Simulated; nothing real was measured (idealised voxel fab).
The document below concerns the process module designated voxel wiring stack.
Section cut is 250 nm wide and gridded with 5 nm square cells.
Square cells in a grid make up a cross-section in this document, and the grid is given as bands, listed from the top down, each one or more rows of cells. In this notation a band is specified by the heights of its top and bottom, in that order and in nm, after which its materials appear from left to right, each paired with its width in nm. The word "everywhere" attached to a single material means that material fills the band from edge to edge; the word "empty" stands for empty space. It should be noted that heights are counted from 0, beneath which the wafer as supplied is of one material throughout, and that the lowest band possesses no lower boundary but continues downward, as written in "from 0 down". A width such as "30..40" changes by the same amount from each row of cells to the next, from the band's top row to its bottom row. Reading "nothing got changed" for a step: not a cell of the cross-section changed in it. You'll see "Closed empty spaces" listing empty spaces that have no way open to the top, as long as they're 8 cells or more; the notation is width x height at distance, where the distance is from the left edge, and all of it is in nm. Past the settings on a step's line: simulator remark, on that step. "overlay nm", when on a step's line for a step with a mask, measures how far to the right of its planned place the mask lay; a negative measure means to the left.

[The steps planned for the process are as follows]
1. RECEIVE | material Si
2. CONFORMAL_DEP | material SiO2 | thk nm 10
3. CONFORMAL_DEP | material SiN | thk nm 5
4. DIRECTIONAL_DEP | material lowk | thk nm 20
5. DIRECTIONAL_DEP | material aC | thk nm 15
6. PATTERN | tone open | mask id METAL_1 | material resist | width nm 25 | pitch nm 50 | thk nm 30 | overlay nm 0
7. DIRECTIONAL_ETCH | etch materials aC | depth nm 15
8. STRIP | etch materials resist
9. DIRECTIONAL_ETCH | etch materials lowk | depth nm 20
10. DIRECTIONAL_ETCH | etch materials SiN | depth nm 5
11. STRIP | etch materials aC
12. CONFORMAL_DEP | material TiN | thk nm 5
13. FILL_DEP | material Cu | thk nm 5
14. CMP | height nm 35
15. CONFORMAL_DEP | material SiCN | thk nm 5
16. DIRECTIONAL_DEP | material lowk | thk nm 25
17. DIRECTIONAL_DEP | material aC | thk nm 15
18. PATTERN | tone open | mask id METAL_2_HOLES | material resist | width nm 15 | pitch nm 100 | thk nm 35 | overlay nm 0
19. DIRECTIONAL_ETCH | etch materials aC | depth nm 15
20. STRIP | etch materials resist
21. DIRECTIONAL_ETCH | etch materials lowk | depth nm 25
22. STRIP | etch materials aC
23. PATTERN | tone open | mask id METAL_2 | material resist | width nm 25 | pitch nm 50 | thk nm 15 | overlay nm 0
24. DIRECTIONAL_ETCH | etch materials lowk | depth nm 15
25. DIRECTIONAL_ETCH | etch materials SiCN | depth nm 5
26. STRIP | etch materials resist
27. CONFORMAL_DEP | material TiN | thk nm 5
28. FILL_DEP | material Ru | thk nm 5
29. CMP | height nm 65
30. CONFORMAL_DEP | material SiCN | thk nm 5
31. DIRECTIONAL_DEP | material lowk | thk nm 35
32. DIRECTIONAL_DEP | material aC | thk nm 15
33. PATTERN | tone open | mask id METAL_3 | material resist | width nm 15 | pitch nm 50 | thk nm 30 | overlay nm 0
34. DIRECTIONAL_ETCH | etch materials aC | depth nm 15
35. STRIP | etch materials resist
36. DIRECTIONAL_ETCH | etch materials lowk | depth nm 20
37. STRIP | etch materials aC
38. MASKED_ETCH | tone open | mask id METAL_3_HOLES | width nm 15 | pitch nm 100 | etch materials lowk | depth nm 15 | overlay nm 0
39. MASKED_ETCH | tone open | mask id METAL_3_HOLES | width nm 15 | pitch nm 100 | etch materials SiCN | depth nm 5 | overlay nm 0
40. CONFORMAL_DEP | material TiN | thk nm 5
41. FILL_DEP | material Cu | thk nm 10
42. CMP | height nm 105
43. CONFORMAL_DEP | material SiCN | thk nm 5
44. DIRECTIONAL_DEP | material SiO2 | thk nm 35
45. PATTERN | tone open | mask id METAL_4 | material resist | width nm 25 | pitch nm 50 | thk nm 20 | overlay nm 0
46. DIRECTIONAL_ETCH | etch materials SiO2 | depth nm 20
47. STRIP | etch materials resist
48. MASKED_ETCH | tone open | mask id METAL_4_HOLES | width nm 15 | pitch nm 50 | etch materials SiO2 | depth nm 15 | overlay nm 0
49. MASKED_ETCH | tone open | mask id METAL_4_HOLES | width nm 15 | pitch nm 50 | etch materials SiCN | depth nm 5 | overlay nm 0
50. CONFORMAL_DEP | material TiN | thk nm 5
51. FILL_DEP | material Cu | thk nm 10
52. CMP | height nm 145
53. CONFORMAL_DEP | material SiCN | thk nm 5
All wafers enter the flow in the same state. The width nm at step 33 differs from wafer to wafer, and the plan gives the value for the first wafer.

[So this is the first of several wafers, cross-sectioned as it came to us, meaning it's at the end of step 1]
from 0 down = Si everywhere
Closed empty spaces: none

[Below, a row for every wafer. Read it as the end-of-module picture: for each material the wafer shows its cells gained (+) or lost (-) since it was received, and then its closed voids]
width nm 15 | +116 Cu | +30 Ru | +178 SiCN | +30 SiN | +334 SiO2 | +230 TiN | +582 lowk | Closed empty spaces: none
width nm 20 | +128 Cu | +30 Ru | +178 SiCN | +30 SiN | +334 SiO2 | +234 TiN | +566 lowk | Closed empty spaces: none
width nm 25 | +144 Cu | +30 Ru | +176 SiCN | +30 SiN | +334 SiO2 | +236 TiN | +550 lowk | Closed empty spaces: none
width nm 30 | +156 Cu | +30 Ru | +176 SiCN | +30 SiN | +334 SiO2 | +240 TiN | +534 lowk | Closed empty spaces: none
width nm 35 | +168 Cu | +30 Ru | +176 SiCN | +30 SiN | +334 SiO2 | +244 TiN | +518 lowk | Closed empty spaces: none
